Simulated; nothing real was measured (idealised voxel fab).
This is a process module. Its name is voxel spacer lines.
Shown is cross-section cut, with a width of 145 nm and square cells of size 5 nm.
Reading order for cross-sections: top band down to bottom band. Underlying form: a grid of square cells. Band size: one or more rows of cells.
It is stipulated that each band's entry specify, in nanometres, the height of the top of the band and then that of its bottom, followed by the materials of the band in left-to-right sequence, each together with its width in nanometres. A single material marked by the word "everywhere" is understood to fill the band from edge to edge; the word "blank" is understood to denote empty space.
Where do heights start? At 0: under that level the wafer as delivered is made of one material only. And the lowest band has no floor; it just carries on downward, as in "0 and below".
You'd read "30->40" like this: the band's top row of cells is as wide as the first number, its bottom row is as wide as the second, and going down, every row changes width by the same amount as the row before did.
No cell of the cross-section changed in a step that is given as "everything unchanged".
Each empty space that has no open way to the top and spans at least 8 cells appears under "Enclosed empty spaces" as width x height at distance, the distance counted from the left edge, all in nm.
Post-settings text on a step line: simulator's own remark regarding the step.
overlay nm: mask right of planned place by this much (step with mask). Neg. = left.
# Process steps - plan
1 RECEIVE,material Si
2 CONFORMAL_DEP,material Al2O3,thk nm 5
3 DIRECTIONAL_DEP,material W,thk nm 15
4 DIRECTIONAL_DEP,material polySi,thk nm 20
5 PATTERN,tone cover,mask id MANDREL,material resist,width nm 15,pitch nm 50,thk nm 30,overlay nm 0
6 DIRECTIONAL_ETCH,etch materials polySi,depth nm 20
7 STRIP,etch materials resist
8 CONFORMAL_DEP,material SiN,thk nm 10
9 DIRECTIONAL_ETCH,etch materials SiN,depth nm 10
10 STRIP,etch materials polySi
11 DIRECTIONAL_ETCH,etch materials W,depth nm 15
12 STRIP,etch materials SiN
13 FILL_DEP,material SiO2,thk nm 5
14 CMP,height nm 20
# Of two wafers, the first: run according to plan
# as received, after step 1
    0 and below: Si everywhere
    Enclosed empty spaces: none
# Cross-section of the wafer subsequent to step 2
    5 down to 0: Al2O3 everywhere
    Rest of section, below 0: as before.
# Cross-section of the wafer subsequent to step 3
    20 down to 5: W everywhere
    Rest of section, below 5: as before.
# Cross-section of the wafer subsequent to step 4
    40 down to 20: polySi everywhere
    Rest of section, below 20: as before.
# Cross-section of the wafer subsequent to step 5
    70 down to 40: 40 of blank / 15 of resist / 35 of blank / 15 of resist / 40 of blank
    Rest of section, below 40: as before.
# Cross-section of the wafer subsequent to step 6
    70 down to 40: 40 of blank / 15 of resist / 35 of blank / 15 of resist / 40 of blank
    40 down to 20: 40 of blank / 15 of polySi / 35 of blank / 15 of polySi / 40 of blank
    Rest of section, below 20: as before.
# Cross-section of the wafer subsequent to step 7
    40 down to 20: 40 of blank / 15 of polySi / 35 of blank / 15 of polySi / 40 of blank
    Rest of section, below 20: as before.
# Cross-section of the wafer subsequent to step 8
    50 down to 40: 30 of blank / 35 of SiN / 15 of blank / 35 of SiN / 30 of blank
    40 down to 30: 30 of blank / 10 of SiN / 15 of polySi / 10 of SiN / 15 of blank / 10 of SiN / 15 of polySi / 10 of SiN / 30 of blank
    30 down to 20: 40 of SiN / 15 of polySi / 35 of SiN / 15 of polySi / 40 of SiN
    Rest of section, below 20: as before.
# Cross-section of the wafer subsequent to step 9
    40 down to 20: 30 of blank / 10 of SiN / 15 of polySi / 10 of SiN / 15 of blank / 10 of SiN / 15 of polySi / 10 of SiN / 30 of blank
    Rest of section, below 20: as before.
# Cross-section of the wafer subsequent to step 10
    40 down to 20: 30 of blank / 10 of SiN / 15 of blank / 10 of SiN / 15 of blank / 10 of SiN / 15 of blank / 10 of SiN / 30 of blank
    Rest of section, below 20: as before.
# Cross-section of the wafer subsequent to step 11
    40 down to 20: 30 of blank / 10 of SiN / 15 of blank / 10 of SiN / 15 of blank / 10 of SiN / 15 of blank / 10 of SiN / 30 of blank
    20 down to 5: 30 of blank / 10 of W / 15 of blank / 10 of W / 15 of blank / 10 of W / 15 of blank / 10 of W / 30 of blank
    Rest of section, below 5: as before.
# Cross-section of the wafer subsequent to step 12
    20 down to 5: 30 of blank / 10 of W / 15 of blank / 10 of W / 15 of blank / 10 of W / 15 of blank / 10 of W / 30 of blank
    Rest of section, below 5: as before.
# Cross-section of the wafer subsequent to step 13
    25 down to 20: SiO2 everywhere
    20 down to 5: 30 of SiO2 / 10 of W / 15 of SiO2 / 10 of W / 15 of SiO2 / 10 of W / 15 of SiO2 / 10 of W / 30 of SiO2
    Rest of section, below 5: as before.
# Cross-section of the wafer subsequent to step 14
    20 down to 5: 30 of SiO2 / 10 of W / 15 of SiO2 / 10 of W / 15 of SiO2 / 10 of W / 15 of SiO2 / 10 of W / 30 of SiO2
    Rest of section, below 5: as before.
# What follows concerns the second wafer, which started out like the first and was meant to follow the very same plan; one mistake crept in when it was run, but everything up to and including step 11 is the same as for the first wafer
# Cross-sectional view of the second wafer at the intended end time of process step 12
    20 down to 5: 30 of blank / 10 of W / 15 of blank / 10 of W / 15 of blank / 10 of W / 15 of blank / 10 of W / 30 of blank
    Rest of section, below 5: as before.
# Cross-sectional view of the second wafer at the intended end time of process step 13
    25 down to 20: SiO2 everywhere
    20 down to 5: 30 of SiO2 / 10 of W / 15 of SiO2 / 10 of W / 15 of SiO2 / 10 of W / 15 of SiO2 / 10 of W / 30 of SiO2
    Rest of section, below 5: as before.
# Cross-sectional view of the second wafer at the intended end time of process step 14
    20 down to 5: 30 of SiO2 / 10 of W / 15 of SiO2 / 10 of W / 15 of SiO2 / 10 of W / 15 of SiO2 / 10 of W / 30 of SiO2
    Rest of section, below 5: as before.
Short version of what went wrong: yeah, plan step 12 got run twice
The two wafers wind up with the same cross-section at the end, so whatever this model computes is the same despite the mistake.
